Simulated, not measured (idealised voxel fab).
The following is a process module called voxel transistor to metal.
Xsec cut, 205 nm wide, square cell size 5 nm.
We lay out every cross-section as a grid of square cells and spell it out in bands from the top down, where one band means one or more rows of cells. What a band's entry tells you: where the top is and where the bottom is, as heights in nm, and after that what lies inside, material by material from left to right, each with its width in nm. Empty space is written as the word "empty", and a single material marked with the word "edge to edge" occupies the band from edge to edge. For the purposes of this specification, 0 denotes the height below which the wafer in its as-received condition is composed wholly of one material, and the lowermost band, lacking a lower limit, extends downward without end, as expressed in "0..down". The notation "30 to 40" denotes a width that varies across the rows of cells in the band, beginning at the first number in the top row, finishing at the second number in the bottom row, and changing by an identical amount from each row to the next. Key: "remains unaltered" - step with no changed cell in the cross-section. Listed in "Sealed void listing": every empty space of 8 or more cells without an open way to the top. Form: width x height at distance, the distance being from the left edge, all in nm. Heads up: the bit after the settings on a step's line is the simulator's remark on that step. overlay nm: right-of-plan distance of the mask on a masked step; negative values mean left-of-plan.

### The process steps that were planned are listed below
step 1: RECEIVE (material Si)
step 2: OXIDIZE (depth nm 5)
step 3: CONFORMAL_DEP (material SiN; thk nm 15)
step 4: PATTERN (tone cover; mask id ACTIVE; material resist; width nm 105; thk nm 20; overlay nm 0)
step 5: DIRECTIONAL_ETCH (etch materials SiN; depth nm 15)
step 6: DIRECTIONAL_ETCH (etch materials SiO2; depth nm 5)
step 7: DIRECTIONAL_ETCH (etch materials Si; depth nm 35)
step 8: STRIP (etch materials resist)
step 9: FILL_DEP (material SiO2; thk nm 10)
step 10: CMP (height nm 15)
step 11: SELECTIVE_ETCH (etch materials SiO2; depth nm 15)
step 12: STRIP (etch materials SiN)
step 13: SELECTIVE_ETCH (etch materials SiO2; depth nm 5)
step 14: OXIDIZE (depth nm 5)
step 15: DIRECTIONAL_DEP (material polySi; thk nm 20)
step 16: DIRECTIONAL_DEP (material SiCN; thk nm 15)
step 17: MASKED_ETCH (tone cover; mask id GATE; width nm 35; etch materials SiCN; depth nm 25; overlay nm 0)
step 18: MASKED_ETCH (tone cover; mask id GATE; width nm 35; etch materials polySi; depth nm 30; overlay nm 0)
step 19: CONFORMAL_DEP (material SiN; thk nm 10)
step 20: DIRECTIONAL_ETCH (etch materials SiN; depth nm 10)
step 21: DIRECTIONAL_ETCH (etch materials SiO2; depth nm 5)
step 22: DIRECTIONAL_ETCH (etch materials Si; depth nm 10)
step 23: EPI (material SiGe; thk nm 10)
step 24: FILL_DEP (material SiO2; thk nm 5)
step 25: CMP (height nm 15)
step 26: STRIP (etch materials polySi)
step 27: SELECTIVE_ETCH (etch materials SiO2; depth nm 5)
step 28: CONFORMAL_DEP (material HfO2; thk nm 5)
step 29: CONFORMAL_DEP (material TiN; thk nm 5)
step 30: FILL_DEP (material W; thk nm 5)
step 31: CMP (height nm 10)
step 32: DIRECTIONAL_DEP (material SiO2; thk nm 10)
step 33: MASKED_ETCH (tone open; mask id CONTACT; width nm 15; pitch nm 80; etch materials SiO2; depth nm 30; overlay nm 0)
step 34: CONFORMAL_DEP (material TiN; thk nm 5)
step 35: FILL_DEP (material W; thk nm 10)
step 36: CMP (height nm 20)
step 37: CONFORMAL_DEP (material SiCN; thk nm 5)
step 38: DIRECTIONAL_DEP (material SiO2; thk nm 20)
step 39: DIRECTIONAL_DEP (material aC; thk nm 15)
step 40: PATTERN (tone open; mask id METAL_1; material resist; width nm 15; pitch nm 80; thk nm 30; overlay nm 0)
step 41: DIRECTIONAL_ETCH (etch materials aC; depth nm 15)
step 42: STRIP (etch materials resist)
step 43: DIRECTIONAL_ETCH (etch materials SiO2; depth nm 20)
step 44: DIRECTIONAL_ETCH (etch materials SiCN; depth nm 5)
step 45: STRIP (etch materials aC)
step 46: CONFORMAL_DEP (material TiN; thk nm 5)
step 47: FILL_DEP (material W; thk nm 5)
step 48: CMP (height nm 45)
step 49: EPI (material Ru; thk nm 5)
step 50: FILL_DEP (material SiCN; thk nm 5)
step 51: DIRECTIONAL_DEP (material SiO2; thk nm 25)
step 52: DIRECTIONAL_DEP (material aC; thk nm 15)
step 53: PATTERN (tone open; mask id METAL_2; material resist; width nm 15; pitch nm 80; thk nm 35; overlay nm 0)
step 54: DIRECTIONAL_ETCH (etch materials aC; depth nm 15)
step 55: STRIP (etch materials resist)
step 56: DIRECTIONAL_ETCH (etch materials SiO2; depth nm 15)
step 57: STRIP (etch materials aC)
step 58: PATTERN (tone open; mask id METAL_2_HOLES; material resist; width nm 15; pitch nm 80; thk nm 20; overlay nm 0)
step 59: DIRECTIONAL_ETCH (etch materials SiO2; depth nm 10)
step 60: DIRECTIONAL_ETCH (etch materials SiCN; depth nm 5)
step 61: STRIP (etch materials resist)
step 62: CONFORMAL_DEP (material TiN; thk nm 5)
step 63: FILL_DEP (material Ru; thk nm 5)
step 64: CMP (height nm 80)
step 65: CONFORMAL_DEP (material SiCN; thk nm 5)
Be aware that, although all wafers share a common starting state, the width nm at step 40 differs among them, and the plan displays the first wafer's value.

### So this is the first of several wafers, cross-sectioned as it came to us, meaning it's at the end of step 1
> 0..down | Si edge to edge
> Sealed void listing: none

### wafer rows; end of module; cells per material since receipt: (+) gained, (-) lost; then closed voids
width nm 15 | +15 HfO2 | +20 Ru | -222 Si | +142 SiCN | +28 SiGe | +12 SiN | +599 SiO2 | +83 TiN | +20 W | Sealed void listing: none
width nm 20 | +15 HfO2 | +22 Ru | -222 Si | +138 SiCN | +28 SiGe | +12 SiN | +591 SiO2 | +85 TiN | +28 W | Sealed void listing: none
width nm 25 | +15 HfO2 | +24 Ru | -222 Si | +134 SiCN | +28 SiGe | +12 SiN | +583 SiO2 | +87 TiN | +36 W | Sealed void listing: none
width nm 30 | +15 HfO2 | +26 Ru | -222 Si | +130 SiCN | +28 SiGe | +12 SiN | +575 SiO2 | +89 TiN | +44 W | Sealed void listing: none
